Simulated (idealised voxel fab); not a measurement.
A process module follows: voxel gate over fins.
Each square cell in cross-section cut measures 5 nm, and the section as a whole is 290 nm wide.
Bands, listed from the top down, are how a cross-section gets written in this document; the cross-section itself is a grid of square cells, and a band is one or more rows of them.
Each band's line starts with the height of the band's top and of its bottom, in nm. Then come its materials from left to right, each with its width in nm. One material with "everywhere" fills the band from edge to edge. "air" is empty space.
Height reference: 0 = level under which incoming wafer is all one material. Lowest band: no bottom, runs on downward, e.g. "0 and below".
Read "30..40" as a graded width: first number on top, second number at the bottom, same change between each pair of neighbouring rows.
"no change occurred" for a step: no cell of the cross-section changed in that step.
The entry titled "Enclosed cavities" provides the empty spaces that have no open way to the top, restricted to those of 8 cells or more. Each is presented as width x height at distance, the distance being measured from the left edge, with all three in nm.
What comes after the settings on a step's line is commentary from the simulator itself on that step.
A step's line can hold "overlay nm"; with a mask on that step, the setting says how far right of the planned place the mask lay, while a negative setting says it lay to the left.

# The steps planned for the process are as follows
1. RECEIVE (material Si)
2. CONFORMAL_DEP (material SiN; thk nm 5)
3. DIRECTIONAL_DEP (material aC; thk nm 15)
4. PATTERN (tone cover; mask id FINS; material resist; width nm 15; pitch nm 60; thk nm 35; overlay nm 0)
5. DIRECTIONAL_ETCH (etch materials aC; depth nm 15)
6. STRIP (etch materials resist)
7. DIRECTIONAL_ETCH (etch materials SiN; depth nm 5)
8. DIRECTIONAL_ETCH (etch materials Si; depth nm 40)
9. STRIP (etch materials aC)
10. FILL_DEP (material SiO2; thk nm 15)
11. CMP (height nm 5)
12. PATTERN (tone open; mask id RAIL; material resist; width nm 15; thk nm 15; overlay nm 0)
13. DIRECTIONAL_ETCH (etch materials SiO2; depth nm 40)
14. STRIP (etch materials resist)
15. CONFORMAL_DEP (material TiN; thk nm 5)
16. FILL_DEP (material W; thk nm 5)
17. CMP (height nm 5)
18. SELECTIVE_ETCH (etch materials W Ru TiN; depth nm 20)
19. FILL_DEP (material SiO2; thk nm 5)
20. CMP (height nm 5)
21. SELECTIVE_ETCH (etch materials SiO2; depth nm 15)
22. STRIP (etch materials SiN)
23. CONFORMAL_DEP (material HfO2; thk nm 5)
24. CONFORMAL_DEP (material TiN; thk nm 5)
25. FILL_DEP (material W; thk nm 15)
26. CMP (height nm 20)
27. CONFORMAL_DEP (material SiCN; thk nm 10)

# As-received wafer cross-section (after step 1)
	0 and below  Si everywhere
	Enclosed cavities: none

# Wafer cross-section at end of module: start and plan as shown above, one execution error
	30 down to 20  SiCN everywhere
	20 down to 10  W everywhere
	10 down to 5  30 W  45 TiN  15 W  45 TiN  15 W  45 TiN  15 W  45 TiN  35 W
	5 down to 0  30 W  5 TiN  35 HfO2  5 TiN  15 W  5 TiN  35 HfO2  5 TiN  15 W  5 TiN  35 HfO2  5 TiN  15 W  5 TiN  35 HfO2  5 TiN  35 W
	0 down to -5  35 TiN  5 HfO2  25 Si  5 HfO2  25 TiN  5 HfO2  25 Si  5 HfO2  25 TiN  5 HfO2  25 Si  5 HfO2  25 TiN  5 HfO2  25 Si  5 HfO2  40 TiN
	-5 down to -10  40 HfO2  25 Si  35 HfO2  25 Si  35 HfO2  25 Si  35 HfO2  25 Si  45 HfO2
	-10 down to -15  40 SiO2  25 Si  35 SiO2  25 Si  35 SiO2  25 Si  35 SiO2  25 Si  45 SiO2
	-15 down to -30  40 SiO2  25 Si  10 SiO2  5 TiN  5 W  5 TiN  10 SiO2  25 Si  35 SiO2  25 Si  35 SiO2  25 Si  45 SiO2
	-30 down to -35  40 SiO2  25 Si  10 SiO2  15 TiN  10 SiO2  25 Si  35 SiO2  25 Si  35 SiO2  25 Si  45 SiO2
	-35 down to -40  40 SiO2  25 Si  35 SiO2  25 Si  35 SiO2  25 Si  35 SiO2  25 Si  45 SiO2
	-40 and below  Si everywhere
	Enclosed cavities: none
What broke from the plan during processing? step 4 ran differently from the plan; actual operation with settings: PATTERN (tone cover; mask id FINS; material resist; width nm 25; pitch nm 60; thk nm 35; overlay nm 0)
